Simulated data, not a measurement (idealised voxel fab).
The following is a process module called voxel capacitor over wiring.
It is cross-section cut that appears here, measuring 255 nm in width, its square cells being 5 nm in size.
We lay out every cross-section as a grid of square cells and spell it out in bands from the top down, where one band means one or more rows of cells.
Heights first: top, then bottom, in nm. Then materials, left to right, each with a width in nm. "throughout" on a single material: fills the band edge to edge. "air": empty space.
Beneath 0, the wafer as received is one material, and that level is where height counting begins. The lowest band goes on downward without a bottom; it is written like "z 0 and below".
Quick explanation for "30->40": the width changes in equal steps down the rows of cells, from the first number in the band's top row to the second number in its bottom row.
It should be understood that the words "left unchanged", when stated for a given step, signify that the cross-section underwent no change in any of its cells during that step.
Closed empty spaces (no open way to the top) of 8 cells or more are what "Closed cavities" lists, each as width x height at distance from the left edge, nm for all three.
Text after the settings on a step's line: the simulator's own remark on that step.
A step's line can hold "overlay nm"; with a mask on that step, the setting says how far right of the planned place the mask lay, while a negative setting says it lay to the left.
## Steps planned for the process
1: RECEIVE with material Si
2: CONFORMAL_DEP with material SiO2, thk nm 15
3: DIRECTIONAL_DEP with material TiN, thk nm 5
4: DIRECTIONAL_DEP with material Ru, thk nm 15
5: PATTERN with tone cover, mask id METAL_1, material resist, width nm 30, pitch nm 95, thk nm 15, overlay nm 0
6: DIRECTIONAL_ETCH with etch materials Ru, depth nm 15
7: DIRECTIONAL_ETCH with etch materials TiN, depth nm 5
8: STRIP with etch materials resist
9: FILL_DEP with material lowk, thk nm 5
10: CMP with height nm 35
11: CONFORMAL_DEP with material SiCN, thk nm 5
12: DIRECTIONAL_DEP with material SiO2, thk nm 10
13: MASKED_ETCH with tone open, mask id PLUG_1, width nm 15, etch materials SiO2, depth nm 10, overlay nm 0
14: MASKED_ETCH with tone open, mask id PLUG_1, width nm 15, etch materials SiCN, depth nm 5, overlay nm 0
15: EPI with material Ru, thk nm 10
16: EPI with material Ru, thk nm 5
17: DIRECTIONAL_DEP with material TiN, thk nm 5
18: DIRECTIONAL_DEP with material HfO2, thk nm 5
19: DIRECTIONAL_DEP with material TiN, thk nm 5
20: DIRECTIONAL_DEP with material aC, thk nm 10
21: PATTERN with tone cover, mask id UPPER_PLATE, material resist, width nm 70, thk nm 25, overlay nm 0
22: DIRECTIONAL_ETCH with etch materials aC, depth nm 10
23: STRIP with etch materials resist
24: DIRECTIONAL_ETCH with etch materials TiN, depth nm 5
25: DIRECTIONAL_ETCH with etch materials HfO2, depth nm 5
26: STRIP with etch materials aC
27: PATTERN with tone cover, mask id LOWER_PLATE, material resist, width nm 80, thk nm 15, overlay nm 0
28: DIRECTIONAL_ETCH with etch materials TiN, depth nm 5
29: STRIP with etch materials resist
30: FILL_DEP with material SiO2, thk nm 15
31: CMP with height nm 75
32: PATTERN with tone open, mask id PLUG_2, material resist, width nm 15, thk nm 15, overlay nm 0
33: DIRECTIONAL_ETCH with etch materials SiO2, depth nm 10
34: STRIP with etch materials resist
35: CONFORMAL_DEP with material TiN, thk nm 5
36: FILL_DEP with material Cu, thk nm 10
37: CMP with height nm 75
38: CONFORMAL_DEP with material SiCN, thk nm 5
## Wafer, first of two, run as planned
## Cross-section of the wafer at receipt, which is the condition after step 1
> z 0 and below | Si throughout
> Closed cavities: none
## Upon completion of step 2, the wafer appears in cross-section as shown
> z 15 to 0 | SiO2 throughout
> Below 0, the layers are the same as they were.
## Upon completion of step 3, the wafer appears in cross-section as shown
> z 20 to 15 | TiN throughout
> Below 15, the layers are the same as they were.
## Upon completion of step 4, the wafer appears in cross-section as shown
> z 35 to 20 | Ru throughout
> Below 20, the layers are the same as they were.
## Upon completion of step 5, the wafer appears in cross-section as shown
> z 50 to 35 | 65 of air, 30 of resist, 65 of air, 30 of resist, 65 of air
> Below 35, the layers are the same as they were.
## Upon completion of step 6, the wafer appears in cross-section as shown
> z 50 to 35 | 65 of air, 30 of resist, 65 of air, 30 of resist, 65 of air
> z 35 to 20 | 65 of air, 30 of Ru, 65 of air, 30 of Ru, 65 of air
> Below 20, the layers are the same as they were.
## Upon completion of step 7, the wafer appears in cross-section as shown
> z 50 to 35 | 65 of air, 30 of resist, 65 of air, 30 of resist, 65 of air
> z 35 to 20 | 65 of air, 30 of Ru, 65 of air, 30 of Ru, 65 of air
> z 20 to 15 | 65 of air, 30 of TiN, 65 of air, 30 of TiN, 65 of air
> Below 15, the layers are the same as they were.
## Upon completion of step 8, the wafer appears in cross-section as shown
> z 35 to 20 | 65 of air, 30 of Ru, 65 of air, 30 of Ru, 65 of air
> Below 20, the layers are the same as they were.
## Upon completion of step 9, the wafer appears in cross-section as shown
> z 40 to 35 | lowk throughout
> z 35 to 20 | 65 of lowk, 30 of Ru, 65 of lowk, 30 of Ru, 65 of lowk
> z 20 to 15 | 65 of lowk, 30 of TiN, 65 of lowk, 30 of TiN, 65 of lowk
> Below 15, the layers are the same as they were.
## Upon completion of step 10, the wafer appears in cross-section as shown
> z 35 to 20 | 65 of lowk, 30 of Ru, 65 of lowk, 30 of Ru, 65 of lowk
> Below 20, the layers are the same as they were.
## Upon completion of step 11, the wafer appears in cross-section as shown
> z 40 to 35 | SiCN throughout
> Below 35, the layers are the same as they were.
## Upon completion of step 12, the wafer appears in cross-section as shown
> z 50 to 40 | SiO2 throughout
> Below 40, the layers are the same as they were.
## Upon completion of step 13, the wafer appears in cross-section as shown
> z 50 to 40 | 80 of SiO2, 15 of air, 160 of SiO2
> Below 40, the layers are the same as they were.
## Upon completion of step 14, the wafer appears in cross-section as shown
> z 50 to 40 | 80 of SiO2, 15 of air, 160 of SiO2
> z 40 to 35 | 80 of SiCN, 15 of air, 160 of SiCN
> Below 35, the layers are the same as they were.
## Upon completion of step 15, the wafer appears in cross-section as shown
> z 50 to 45 | 80 of SiO2, 15 of air, 160 of SiO2
> z 45 to 40 | 80 of SiO2, 15 of Ru, 160 of SiO2
> z 40 to 35 | 80 of SiCN, 15 of Ru, 160 of SiCN
> Below 35, the layers are the same as they were.
## Upon completion of step 16, the wafer appears in cross-section as shown
> z 50 to 40 | 80 of SiO2, 15 of Ru, 160 of SiO2
> Below 40, the layers are the same as they were.
## Upon completion of step 17, the wafer appears in cross-section as shown
> z 55 to 50 | TiN throughout
> Below 50, the layers are the same as they were.
## Upon completion of step 18, the wafer appears in cross-section as shown
> z 60 to 55 | HfO2 throughout
> Below 55, the layers are the same as they were.
## Upon completion of step 19, the wafer appears in cross-section as shown
> z 65 to 60 | TiN throughout
> Below 60, the layers are the same as they were.
## Upon completion of step 20, the wafer appears in cross-section as shown
> z 75 to 65 | aC throughout
> Below 65, the layers are the same as they were.
## Upon completion of step 21, the wafer appears in cross-section as shown
> z 100 to 75 | 80 of air, 70 of resist, 105 of air
> Below 75, the layers are the same as they were.
## Upon completion of step 22, the wafer appears in cross-section as shown
> z 90 to 75 | 80 of air, 70 of resist, 105 of air
> z 75 to 65 | 80 of air, 70 of aC, 105 of air
> Below 65, the layers are the same as they were.
## Upon completion of step 23, the wafer appears in cross-section as shown
> z 75 to 65 | 80 of air, 70 of aC, 105 of air
> Below 65, the layers are the same as they were.
## Upon completion of step 24, the wafer appears in cross-section as shown
> z 75 to 65 | 80 of air, 70 of aC, 105 of air
> z 65 to 60 | 80 of air, 70 of TiN, 105 of air
> Below 60, the layers are the same as they were.
## Upon completion of step 25, the wafer appears in cross-section as shown
> z 75 to 65 | 80 of air, 70 of aC, 105 of air
> z 65 to 60 | 80 of air, 70 of TiN, 105 of air
> z 60 to 55 | 80 of air, 70 of HfO2, 105 of air
> Below 55, the layers are the same as they were.
## Upon completion of step 26, the wafer appears in cross-section as shown
> z 65 to 60 | 80 of air, 70 of TiN, 105 of air
> Below 60, the layers are the same as they were.
## Upon completion of step 27, the wafer appears in cross-section as shown
> z 80 to 65 | 75 of air, 80 of resist, 100 of air
> z 65 to 60 | 75 of air, 5 of resist, 70 of TiN, 5 of resist, 100 of air
> z 60 to 55 | 75 of air, 5 of resist, 70 of HfO2, 5 of resist, 100 of air
> Below 55, the layers are the same as they were.
## Upon completion of step 28, the wafer appears in cross-section as shown
> z 80 to 65 | 75 of air, 80 of resist, 100 of air
> z 65 to 60 | 75 of air, 5 of resist, 70 of TiN, 5 of resist, 100 of air
> z 60 to 55 | 75 of air, 5 of resist, 70 of HfO2, 5 of resist, 100 of air
> z 55 to 50 | 75 of air, 80 of TiN, 100 of air
> Below 50, the layers are the same as they were.
## Upon completion of step 29, the wafer appears in cross-section as shown
> z 65 to 60 | 80 of air, 70 of TiN, 105 of air
> z 60 to 55 | 80 of air, 70 of HfO2, 105 of air
> Below 55, the layers are the same as they were.
## Upon completion of step 30, the wafer appears in cross-section as shown
> z 80 to 65 | SiO2 throughout
> z 65 to 60 | 80 of SiO2, 70 of TiN, 105 of SiO2
> z 60 to 55 | 80 of SiO2, 70 of HfO2, 105 of SiO2
> z 55 to 50 | 75 of SiO2, 80 of TiN, 100 of SiO2
> Below 50, the layers are the same as they were.
## Upon completion of step 31, the wafer appears in cross-section as shown
> z 75 to 65 | SiO2 throughout
> Below 65, the layers are the same as they were.
## Upon completion of step 32, the wafer appears in cross-section as shown
> z 90 to 75 | 90 of resist, 15 of air, 150 of resist
> Below 75, the layers are the same as they were.
## Upon completion of step 33, the wafer appears in cross-section as shown
> z 90 to 75 | 90 of resist, 15 of air, 150 of resist
> z 75 to 65 | 90 of SiO2, 15 of air, 150 of SiO2
> Below 65, the layers are the same as they were.
## Upon completion of step 34, the wafer appears in cross-section as shown
> z 75 to 65 | 90 of SiO2, 15 of air, 150 of SiO2
> Below 65, the layers are the same as they were.
## Upon completion of step 35, the wafer appears in cross-section as shown
> z 80 to 75 | 95 of TiN, 5 of air, 155 of TiN
> z 75 to 70 | 90 of SiO2, 5 of TiN, 5 of air, 5 of TiN, 150 of SiO2
> z 70 to 60 | 90->80 of SiO2, 15->70 of TiN, 150->105 of SiO2
> Below 60, the layers are the same as they were.
## Upon completion of step 36, the wafer appears in cross-section as shown
> z 90 to 80 | Cu throughout
> z 80 to 75 | 95 of TiN, 5 of Cu, 155 of TiN
> z 75 to 70 | 90 of SiO2, 5 of TiN, 5 of Cu, 5 of TiN, 150 of SiO2
> Below 70, the layers are the same as they were.
## Upon completion of step 37, the wafer appears in cross-section as shown
> z 75 to 70 | 90 of SiO2, 5 of TiN, 5 of Cu, 5 of TiN, 150 of SiO2
> Below 70, the layers are the same as they were.
## Upon completion of step 38, the wafer appears in cross-section as shown
> z 80 to 75 | SiCN throughout
> Below 75, the layers are the same as they were.
## Second of two: same start, same plan, one run error; steps up to and including 18 match the first
## What the second wafer looks like in cross-section when step 19 should have wrapped up
> z 65 to 60 | Cu throughout
> Below 60, the layers are the same as they were.
## What the second wafer looks like in cross-section when step 20 should have wrapped up
> z 75 to 65 | aC throughout
> Below 65, the layers are the same as they were.
## What the second wafer looks like in cross-section when step 21 should have wrapped up
> z 100 to 75 | 80 of air, 70 of resist, 105 of air
> Below 75, the layers are the same as they were.
## What the second wafer looks like in cross-section when step 22 should have wrapped up
> z 90 to 75 | 80 of air, 70 of resist, 105 of air
> z 75 to 65 | 80 of air, 70 of aC, 105 of air
> Below 65, the layers are the same as they were.
## What the second wafer looks like in cross-section when step 23 should have wrapped up
> z 75 to 65 | 80 of air, 70 of aC, 105 of air
> Below 65, the layers are the same as they were.
What the second wafer looks like in cross-section when step 24 should have wrapped up: left unchanged
What the second wafer looks like in cross-section when step 25 should have wrapped up: left unchanged
## What the second wafer looks like in cross-section when step 26 should have wrapped up
> z 65 to 60 | Cu throughout
> Below 60, the layers are the same as they were.
## What the second wafer looks like in cross-section when step 27 should have wrapped up
> z 80 to 65 | 75 of air, 80 of resist, 100 of air
> Below 65, the layers are the same as they were.
What the second wafer looks like in cross-section when step 28 should have wrapped up: left unchanged
## What the second wafer looks like in cross-section when step 29 should have wrapped up
> z 65 to 60 | Cu throughout
> Below 60, the layers are the same as they were.
## What the second wafer looks like in cross-section when step 30 should have wrapped up
> z 80 to 65 | SiO2 throughout
> Below 65, the layers are the same as they were.
## What the second wafer looks like in cross-section when step 31 should have wrapped up
> z 75 to 65 | SiO2 throughout
> Below 65, the layers are the same as they were.
## What the second wafer looks like in cross-section when step 32 should have wrapped up
> z 90 to 75 | 90 of resist, 15 of air, 150 of resist
> Below 75, the layers are the same as they were.
## What the second wafer looks like in cross-section when step 33 should have wrapped up
> z 90 to 75 | 90 of resist, 15 of air, 150 of resist
> z 75 to 65 | 90 of SiO2, 15 of air, 150 of SiO2
> Below 65, the layers are the same as they were.
## What the second wafer looks like in cross-section when step 34 should have wrapped up
> z 75 to 65 | 90 of SiO2, 15 of air, 150 of SiO2
> Below 65, the layers are the same as they were.
## What the second wafer looks like in cross-section when step 35 should have wrapped up
> z 80 to 75 | 95 of TiN, 5 of air, 155 of TiN
> z 75 to 70 | 90 of SiO2, 5 of TiN, 5 of air, 5 of TiN, 150 of SiO2
> z 70 to 65 | 90 of SiO2, 15 of TiN, 150 of SiO2
> Below 65, the layers are the same as they were.
## What the second wafer looks like in cross-section when step 36 should have wrapped up
> z 90 to 80 | Cu throughout
> z 80 to 75 | 95 of TiN, 5 of Cu, 155 of TiN
> z 75 to 70 | 90 of SiO2, 5 of TiN, 5 of Cu, 5 of TiN, 150 of SiO2
> Below 70, the layers are the same as they were.
## What the second wafer looks like in cross-section when step 37 should have wrapped up
> z 75 to 70 | 90 of SiO2, 5 of TiN, 5 of Cu, 5 of TiN, 150 of SiO2
> Below 70, the layers are the same as they were.
## What the second wafer looks like in cross-section when step 38 should have wrapped up
> z 80 to 75 | SiCN throughout
> Below 75, the layers are the same as they were.
What went wrong in running the wafer? step 19 did not use the planned setting and instead ran as DIRECTIONAL_DEP with material Cu, thk nm 5
At the finish, the second wafer shows more or fewer cells for some materials than the first does: +51 Cu | +37 HfO2 | -109 SiO2 | +21 TiN
